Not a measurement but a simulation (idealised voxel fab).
Module name: voxel gate over fins (process module)
Cross-section cut: width 240 nm, square cells of 5 nm.
Throughout this document, each cross-section is represented as a grid of square cells and is presented as a sequence of bands enumerated from the top downward, where a band comprises one or more rows of cells.
Band: top height; bottom height; in nm. Then, left to right: material with width in nm, for each material. "throughout": a single material spanning edge to edge. "empty": empty space.
The level at which height equals 0 is the one under which the wafer, as it arrives, is entirely one material. No lower edge exists for the bottom band, which continues downward and is notated as in "top 0, no bottom".
A width such as "30..40" changes by the same amount from each row of cells to the next, from the band's top row to its bottom row.
"identical to before" means the step left every cell of the cross-section as it was.
In "Closed void table" the enclosed voids are listed, meaning empty spaces of 8 cells or larger without any opening to the top. The form is width x height at distance, distance from the left edge, units nm.
That trailing text on a step's line, after the settings, is the simulator's own remark on the step.
overlay nm: mask right of planned place by this much (step with mask). Neg. = left.
So here's the lineup of process steps we planned
1: RECEIVE with material Si
2: CONFORMAL_DEP with material SiN, thk nm 5
3: PATTERN with tone cover, mask id FINS, material resist, width nm 15, pitch nm 60, thk nm 20, overlay nm 0
4: DIRECTIONAL_ETCH with etch materials SiN, depth nm 5
5: DIRECTIONAL_ETCH with etch materials Si, depth nm 40
6: STRIP with etch materials resist
7: FILL_DEP with material SiO2, thk nm 10
8: CMP with height nm 5
9: MASKED_ETCH with tone open, mask id RAIL, width nm 15, etch materials SiO2, depth nm 40, overlay nm 0
10: CONFORMAL_DEP with material TiN, thk nm 5
11: FILL_DEP with material W, thk nm 10
12: CMP with height nm 5
13: SELECTIVE_ETCH with etch materials W Ru TiN, depth nm 30
14: FILL_DEP with material SiO2, thk nm 5
15: CMP with height nm 5
16: SELECTIVE_ETCH with etch materials SiO2, depth nm 20
17: STRIP with etch materials SiN
18: CONFORMAL_DEP with material HfO2, thk nm 5
19: CONFORMAL_DEP with material TiN, thk nm 5
20: FILL_DEP with material W, thk nm 10
21: CMP with height nm 15
22: CONFORMAL_DEP with material SiN, thk nm 10
Delivered wafer in cross-section: state after step 1
top 0, no bottom = Si throughout
Closed void table: none
Cross-section, end of module. Start: as above. Plan: as above. Execution: one mistake
top 25, bottom 15 = SiO2 throughout
top 15, bottom 10 = W throughout
top 10, bottom 5 = 10 of W; 35 of TiN; 25 of W; 35 of TiN; 25 of W; 35 of TiN; 25 of W; 35 of TiN; 15 of W
top 5, bottom 0 = 10 of W; 5 of TiN; 25 of HfO2; 5 of TiN; 25 of W; 5 of TiN; 25 of HfO2; 5 of TiN; 25 of W; 5 of TiN; 25 of HfO2; 5 of TiN; 25 of W; 5 of TiN; 25 of HfO2; 5 of TiN; 15 of W
top 0, bottom -5 = 10 of W; 5 of TiN; 5 of HfO2; 15 of Si; 5 of HfO2; 5 of TiN; 25 of W; 5 of TiN; 5 of HfO2; 15 of Si; 5 of HfO2; 5 of TiN; 25 of W; 5 of TiN; 5 of HfO2; 15 of Si; 5 of HfO2; 5 of TiN; 25 of W; 5 of TiN; 5 of HfO2; 15 of Si; 5 of HfO2; 5 of TiN; 15 of W
top -5, bottom -10 = 15 of TiN; 5 of HfO2; 15 of Si; 5 of HfO2; 35 of TiN; 5 of HfO2; 15 of Si; 5 of HfO2; 35 of TiN; 5 of HfO2; 15 of Si; 5 of HfO2; 35 of TiN; 5 of HfO2; 15 of Si; 5 of HfO2; 20 of TiN
top -10, bottom -15 = 20 of HfO2; 15 of Si; 45 of HfO2; 15 of Si; 45 of HfO2; 15 of Si; 45 of HfO2; 15 of Si; 25 of HfO2
top -15, bottom -25 = 20 of SiO2; 15 of Si; 45 of SiO2; 15 of Si; 45 of SiO2; 15 of Si; 45 of SiO2; 15 of Si; 25 of SiO2
top -25, bottom -30 = 20 of SiO2; 15 of Si; 15 of SiO2; 5 of TiN; 5 of W; 5 of TiN; 15 of SiO2; 15 of Si; 45 of SiO2; 15 of Si; 45 of SiO2; 15 of Si; 25 of SiO2
top -30, bottom -35 = 20 of SiO2; 15 of Si; 15 of SiO2; 15 of TiN; 15 of SiO2; 15 of Si; 45 of SiO2; 15 of Si; 45 of SiO2; 15 of Si; 25 of SiO2
top -35, bottom -40 = 20 of SiO2; 15 of Si; 45 of SiO2; 15 of Si; 45 of SiO2; 15 of Si; 45 of SiO2; 15 of Si; 25 of SiO2
top -40, no bottom = Si throughout
Closed void table: none
Run error: step 22 did not happen as planned, as run it was CONFORMAL_DEP with material SiO2, thk nm 10
